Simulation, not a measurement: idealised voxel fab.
Proc. module: voxel capacitor over wiring
Pictured: cross-section cut, 255 nm wide, on a grid of 5 nm square cells.
In this document a cross-section is written as a grid of square cells. It is given as a series of bands, listed from the top down, and a band is one or more rows of cells. What a band's entry tells you: where the top is and where the bottom is, as heights in nm, and after that what lies inside, material by material from left to right, each with its width in nm. Empty space is written as the word "air", and a single material marked with the word "all across" occupies the band from edge to edge. Zero point of the height axis is 0; under it, received wafer = one material. Lowest band: continues down indefinitely, "0 and below". A two-number width, for instance "30..40", indicates that the width is equal to the first number in the top row of the band and to the second number in the bottom row, and that it changes by a constant amount per row of cells. A step reported as "remained unchanged" is a step in which no cell of the cross-section changed. Heads up: "Sealed voids" only lists the empty pockets with no open path to the top that are 8 cells or more, and it writes them as width x height at distance, distance from the left edge, in nm. On each step's line, the part that comes after the settings is the simulator's own comment on the step. Regarding "overlay nm": on a step with a mask, it is the distance the mask lay to the right of its planned place; a negative value places it to the left.
[The following list gives the planned process steps]
| 1 | RECEIVE: material Si |
| 2 | CONFORMAL_DEP: material SiO2, thk nm 15 |
| 3 | DIRECTIONAL_DEP: material TiN, thk nm 5 |
| 4 | DIRECTIONAL_DEP: material W, thk nm 15 |
| 5 | PATTERN: tone cover, mask id METAL_1, material resist, width nm 20, pitch nm 70, thk nm 15, overlay nm 0 |
| 6 | DIRECTIONAL_ETCH: etch materials W, depth nm 15 |
| 7 | DIRECTIONAL_ETCH: etch materials TiN, depth nm 5 |
| 8 | STRIP: etch materials resist |
| 9 | CONFORMAL_DEP: material SiN, thk nm 5 |
| 10 | FILL_DEP: material lowk, thk nm 10 |
| 11 | CMP: height nm 35 |
| 12 | CONFORMAL_DEP: material SiCN, thk nm 5 |
| 13 | DIRECTIONAL_DEP: material lowk, thk nm 20 |
| 14 | DIRECTIONAL_DEP: material aC, thk nm 10 |
| 15 | PATTERN: tone open, mask id PLUG_1, material resist, width nm 15, thk nm 25, overlay nm 0 |
| 16 | DIRECTIONAL_ETCH: etch materials aC, depth nm 10 |
| 17 | STRIP: etch materials resist |
| 18 | DIRECTIONAL_ETCH: etch materials lowk, depth nm 20 |
| 19 | DIRECTIONAL_ETCH: etch materials SiCN, depth nm 5 |
| 20 | STRIP: etch materials aC |
| 21 | CONFORMAL_DEP: material TiN, thk nm 5 |
| 22 | FILL_DEP: material Ru, thk nm 10 |
| 23 | CMP: height nm 60 |
| 24 | DIRECTIONAL_DEP: material TiN, thk nm 10 |
| 25 | DIRECTIONAL_DEP: material SiN, thk nm 5 |
| 26 | DIRECTIONAL_DEP: material TiN, thk nm 5 |
| 27 | PATTERN: tone cover, mask id UPPER_PLATE, material resist, width nm 55, thk nm 20, overlay nm 0 |
| 28 | DIRECTIONAL_ETCH: etch materials TiN, depth nm 5 |
| 29 | DIRECTIONAL_ETCH: etch materials SiN, depth nm 5 |
| 30 | STRIP: etch materials resist |
| 31 | MASKED_ETCH: tone cover, mask id LOWER_PLATE, width nm 65, etch materials TiN, depth nm 10, overlay nm 0 |
| 32 | FILL_DEP: material SiO2, thk nm 15 |
| 33 | CMP: height nm 90 |
| 34 | DIRECTIONAL_DEP: material aC, thk nm 15 |
| 35 | PATTERN: tone open, mask id PLUG_2, material resist, width nm 15, thk nm 30, overlay nm 0 |
| 36 | DIRECTIONAL_ETCH: etch materials aC, depth nm 15 |
| 37 | STRIP: etch materials resist |
| 38 | DIRECTIONAL_ETCH: etch materials SiO2, depth nm 10 |
| 39 | STRIP: etch materials aC |
| 40 | CONFORMAL_DEP: material TiN, thk nm 5 |
| 41 | FILL_DEP: material Ru, thk nm 5 |
| 42 | CMP: height nm 90 |
| 43 | CONFORMAL_DEP: material SiCN, thk nm 5 |
[Wafer at receipt (post step 1), cross-section]
	0 and below: Si all across
	Sealed voids: none
[End-of-module XS, first of two wafers, run as planned]
	95 down to 90: SiCN all across
	90 down to 85: SiO2=95, TiN=5, Ru=5, TiN=5, SiO2=145
	85 down to 75: SiO2=95..85, TiN=15..55, SiO2=145..115
	75 down to 70: SiO2=85, SiN=55, SiO2=115
	70 down to 60: SiO2=80, TiN=65, SiO2=110
	60 down to 40: lowk=85, TiN=5, Ru=5, TiN=5, lowk=155
	40 down to 35: SiCN=85, TiN=15, SiCN=155
	35 down to 20: lowk=75, SiN=5, W=20, SiN=5, lowk=40, SiN=5, W=20, SiN=5, lowk=80
	20 down to 15: SiN=80, TiN=20, SiN=50, TiN=20, SiN=85
	15 down to 0: SiO2 all across
	0 and below: Si all across
	Sealed voids: none
[Wafer two (of two), end-of-module cross-section: start = wafer one, plan = wafer one, one run mistake]
	95 down to 90: SiCN all across
	90 down to 85: SiO2=95, TiN=5, Ru=5, TiN=5, SiO2=145
	85 down to 75: SiO2=95..85, TiN=15..55, SiO2=145..115
	75 down to 70: SiO2=85, SiN=55, SiO2=115
	70 down to 60: SiO2=80, TiN=65, SiO2=110
	60 down to 55: lowk=85, TiN=5, Ru=5, TiN=5, lowk=155
	55 down to 50: SiCN=85, TiN=15, SiCN=155
	50 down to 40: lowk all across
	40 down to 35: lowk=75, SiN=30, lowk=40, SiN=30, lowk=80
	35 down to 20: lowk=75, SiN=5, W=20, SiN=5, lowk=40, SiN=5, W=20, SiN=5, lowk=80
	20 down to 15: SiN=80, TiN=20, SiN=50, TiN=20, SiN=85
	15 down to 0: SiO2 all across
	0 and below: Si all across
	Sealed voids: none
The plan and the run diverged here: heads up, step 11 of the plan was skipped and never actually ran
Final tally in cells, some materials are higher or lower on the second wafer than on the first: -3 Ru; +12 SiN; -6 TiN; -3 lowk
